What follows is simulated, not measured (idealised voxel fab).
The name of this process module is voxel self aligned contacts.
Each square cell in cross-section cut measures 5 nm, and the section as a whole is 190 nm wide.
Cross-section, as written here: a square-cell grid given band by band from the top down, where a band holds one or more rows of cells.
A band entry consists of two parts. The first gives the height of the band's top and the height of its bottom, in nm. The rest lists the band's materials from left to right, each with its width in nm. A single material labelled with the word "throughout" fills the band from edge to edge, and the word "empty" marks empty space.
Height is counted from the level 0, under which the received wafer is composed throughout of one material. The lowest of the bands is not closed at the bottom but continues downward, in the notation "0 -> down".
A two-number width, for instance "30 to 40", indicates that the width is equal to the first number in the top row of the band and to the second number in the bottom row, and that it changes by a constant amount per row of cells.
Where a step carries "changes: none", the cross-section came out of it unchanged, cell for cell.
"Closed void entries" contains a list of empty spaces, each no smaller than 8 cells and without an open way to the top, written in the form width x height at distance with the distance from the left edge and all three in nm.
Heads up: the bit after the settings on a step's line is the simulator's remark on that step.
overlay nm: how far to the right of its planned place the mask lay on this masked step (negative: to the left).

Here's what the planned process steps look like:
1. RECEIVE [material Si]
2. OXIDIZE [depth nm 5]
3. DIRECTIONAL_DEP [material polySi] [thk nm 25]
4. DIRECTIONAL_DEP [material SiN] [thk nm 25]
5. PATTERN [tone cover] [mask id GATE] [material resist] [width nm 25] [pitch nm 60] [thk nm 20] [overlay nm 0]
6. DIRECTIONAL_ETCH [etch materials SiN] [depth nm 25]
7. DIRECTIONAL_ETCH [etch materials polySi] [depth nm 25]
8. STRIP [etch materials resist]
9. CONFORMAL_DEP [material SiN] [thk nm 10]
10. DIRECTIONAL_ETCH [etch materials SiN] [depth nm 10]
11. FILL_DEP [material SiO2] [thk nm 20]
12. CMP [height nm 60]
13. DIRECTIONAL_DEP [material aC] [thk nm 10]
14. PATTERN [tone open] [mask id CONTACT] [material resist] [width nm 45] [thk nm 25] [overlay nm 0]
15. DIRECTIONAL_ETCH [etch materials aC] [depth nm 10]
16. STRIP [etch materials resist]
17. DIRECTIONAL_ETCH [etch materials SiO2] [depth nm 65]
18. STRIP [etch materials aC]
19. CONFORMAL_DEP [material TiN] [thk nm 5]
20. FILL_DEP [material Ru] [thk nm 10]
21. CMP [height nm 60]
22. CONFORMAL_DEP [material SiCN] [thk nm 5]

Cross-section of the wafer as it came to us, i.e., already through step 1:
  0 -> down = Si throughout
  Closed void entries: none

Run as planned - first of the two wafers cross-sectioned at the end of the module:
  65 -> 60 = SiCN throughout
  60 -> 50 = SiO2 70, then TiN 5 to 20, then Ru 35 to 5, then TiN 5 to 20, then SiO2 75
  50 -> 25 = SiO2 40, then SiN 45, then TiN 5, then Ru 5, then TiN 5, then SiN 45, then SiO2 45
  25 -> 0 = SiO2 40, then SiN 10, then polySi 25, then SiN 10, then TiN 5, then Ru 5, then TiN 5, then SiN 10, then polySi 25, then SiN 10, then SiO2 45
  0 -> -5 = SiO2 85, then TiN 15, then SiO2 90
  -5 -> down = Si throughout
  Closed void entries: none

Cross-section at end of module for the second wafer of two, which matched the first in starting point and plan and differed by one mistake in its processing:
  65 -> 60 = SiCN throughout
  60 -> 55 = SiO2 70, then TiN 45, then SiO2 75
  55 -> 25 = SiO2 35, then SiN 55, then TiN 5, then SiN 55, then SiO2 40
  25 -> 5 = SiO2 35, then SiN 15, then polySi 25, then SiN 15, then TiN 5, then SiN 15, then polySi 25, then SiN 15, then SiO2 40
  5 -> 0 = SiN 50, then polySi 25, then SiN 35, then polySi 25, then SiN 55
  0 -> -5 = SiO2 throughout
  -5 -> down = Si throughout
  Closed void entries: none
Heads up, the wafer didn't run the way we planned it: step 9 was processed under conditions differing from the plan, specifically as CONFORMAL_DEP [material SiN] [thk nm 15]
Count the cells at the end and the second wafer has more or fewer of some materials than the first: 18 fewer of Ru, 78 more of SiN, 46 fewer of SiO2, 14 fewer of TiN
